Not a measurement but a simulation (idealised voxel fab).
The process module presented herein is designated voxel lift off.
We display cut, a cross-section 300 nm in width whose square cells are each 5 nm.
Square cells in a grid make up a cross-section in this document, and the grid is given as bands, listed from the top down, each one or more rows of cells.
Top, bottom (nm), then materials left to right with widths (nm); lone material tagged "everywhere" fills the whole band edge to edge; "air" = empty space.
Heights are reckoned from 0. Under this level, the received wafer is all of one material. The bottommost band is open-ended downward, for example "0 -> down".
Width: "30->40" (first number = top row, second number = bottom row, same change from row to row of cells).
"everything unchanged" -> step changed no cross-section cell.
For the entry "Closed-off voids", the listed items are empty spaces with no open way to the top whose size is 8 cells or more; each item follows the pattern width x height at distance, where distance is from the left edge and all three are in nm.
What comes after the settings on a step's line is commentary from the simulator itself on that step.
You can add "overlay nm" to a step's line. For a step with a mask, it describes how far the mask lay to the right of its planned position, and a negative number describes a lay to the left.
Process steps - plan:
step 1: RECEIVE | material Si
step 2: CONFORMAL_DEP | material SiN | thk nm 10
step 3: PATTERN | tone open | mask id LINES | material resist | width nm 25 | pitch nm 50 | thk nm 20 | overlay nm 0
step 4: DIRECTIONAL_DEP | material Ru | thk nm 10
step 5: STRIP | etch materials resist
step 6: CONFORMAL_DEP | material SiN | thk nm 5
Shown in cross-section is the wafer as received, that is, as it stands after step 1:
* 0 -> down  Si everywhere
* Closed-off voids: none
Sectioned view, first of two wafers, at the close of the module, processed as intended in the plan:
* 25 -> 20  air 105  SiN 35  air 15  SiN 35  air 110
* 20 -> 15  air 105  SiN 5  Ru 25  SiN 5  air 15  SiN 5  Ru 25  SiN 5  air 110
* 15 -> 10  SiN 110  Ru 25  SiN 25  Ru 25  SiN 115
* 10 -> 0  SiN everywhere
* 0 -> down  Si everywhere
* Closed-off voids: none
Cross-section at end of module for the second wafer of two, which matched the first in starting point and plan and differed by one mistake in its processing:
* 15 -> 10  air 105  SiN 35  air 15  SiN 35  air 110
* 10 -> 5  air 105  SiN 5  Ru 25  SiN 5  air 15  SiN 5  Ru 25  SiN 5  air 110
* 5 -> 0  SiN 110  Ru 25  SiN 25  Ru 25  SiN 115
* 0 -> down  Si everywhere
* Closed-off voids: none
Short version of what went wrong: step 2 was left out
End of process, cell counts, second wafer against first, materials with more or fewer: -120 SiN
